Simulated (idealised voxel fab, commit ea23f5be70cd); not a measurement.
Process module, titled voxel self aligned vias
The width of the displayed cross-section, cut, is 220 nm; its cells are square, with a size of 5 nm.
For the purposes of this document, a cross-section shall be understood as a grid of square cells, specified as bands listed in top-to-bottom order, each band consisting of one or more rows of cells. A band entry consists of two parts. The first gives the height of the band's top and the height of its bottom, in nm. The rest lists the band's materials from left to right, each with its width in nm. A single material labelled with the word "full width" fills the band from edge to edge, and the word "empty" marks empty space. Beneath 0, the wafer as received is one material, and that level is where height counting begins. The lowest band goes on downward without a bottom; it is written like "top 0, no bottom". With a width like "30->40", each row of cells in the band differs from the next by the same amount, the top row carrying the first number and the bottom row the second. Key: "no alteration" - step with no changed cell in the cross-section. Closed empty spaces (no open way to the top) of 8 cells or more are what "Entrapped voids" lists, each as width x height at distance from the left edge, nm for all three. Read whatever lies past the settings on a step's line as the simulator's own remark about the step. The setting "overlay nm" may be written on the line of a step. When the step uses a mask, the value reports how far to the right of the planned place the mask lay, and a negative value reports that it lay to the left.

Steps planned for the process
1,RECEIVE: material Si
2,CONFORMAL_DEP: material SiO2, thk nm 10
3,CONFORMAL_DEP: material SiCN, thk nm 5
4,DIRECTIONAL_DEP: material lowk, thk nm 25
5,PATTERN: tone open, mask id LINES, material resist, width nm 20, pitch nm 55, thk nm 15, overlay nm 0
6,DIRECTIONAL_ETCH: etch materials lowk, depth nm 25
7,STRIP: etch materials resist
8,CONFORMAL_DEP: material TiN, thk nm 5
9,FILL_DEP: material Ru, thk nm 5
10,CMP: height nm 40
11,SELECTIVE_ETCH: etch materials W Ru TiN, depth nm 10
12,FILL_DEP: material SiN, thk nm 10
13,CMP: height nm 40
14,DIRECTIONAL_DEP: material lowk, thk nm 20
15,MASKED_ETCH: tone open, mask id VIAS, width nm 40, etch materials lowk, depth nm 20, overlay nm 0
16,MASKED_ETCH: tone open, mask id VIAS, width nm 40, etch materials SiN, depth nm 10, overlay nm 0
17,CONFORMAL_DEP: material TiN, thk nm 5
18,FILL_DEP: material W, thk nm 10
19,CMP: height nm 60
20,CONFORMAL_DEP: material SiCN, thk nm 5

As received, after step 1
* top 0, no bottom: Si full width
* Entrapped voids: none

End-of-module cross-section of the first of two wafers, processed as planned
* top 65, bottom 60: SiCN full width
* top 60, bottom 45: 60 lowk  5 TiN  30 W  5 TiN  120 lowk
* top 45, bottom 40: 60 lowk  15 TiN  10 W  15 TiN  120 lowk
* top 40, bottom 35: 70 lowk  5 TiN  10 W  5 TiN  35 lowk  20 SiN  75 lowk
* top 35, bottom 30: 70 lowk  20 TiN  35 lowk  20 SiN  75 lowk
* top 30, bottom 20: 70 lowk  5 TiN  10 Ru  5 TiN  35 lowk  5 TiN  10 Ru  5 TiN  75 lowk
* top 20, bottom 15: 70 lowk  20 TiN  35 lowk  20 TiN  75 lowk
* top 15, bottom 10: SiCN full width
* top 10, bottom 0: SiO2 full width
* top 0, no bottom: Si full width
* Entrapped voids: none

Presented here is a cross-section of the second of the two wafers as it stood at the end of the module. It was started in the same manner and assigned the same plan as the first wafer; however, one mistake was made in its execution
* top 65, bottom 60: SiCN full width
* top 60, bottom 45: 60 lowk  5 TiN  30 W  5 TiN  120 lowk
* top 45, bottom 40: 60 lowk  15 TiN  10 W  15 TiN  120 lowk
* top 40, bottom 35: 70 lowk  5 TiN  10 W  5 TiN  35 lowk  20 SiN  75 lowk
* top 35, bottom 30: 70 lowk  20 TiN  35 lowk  20 SiN  75 lowk
* top 30, bottom 20: 70 lowk  5 TiN  10 Ru  5 TiN  35 lowk  5 TiN  10 Ru  5 TiN  75 lowk
* top 20, bottom 15: 70 lowk  20 TiN  35 lowk  20 TiN  75 lowk
* top 15, bottom 5: SiO2 full width
* top 5, bottom 0: SiCN full width
* top 0, no bottom: Si full width
* Entrapped voids: none
What broke from the plan during processing? steps 2 and 3: order swapped relative to plan
Matching per-material cell counts, mismatched positions: that is how the second wafer compares with the first at the end.
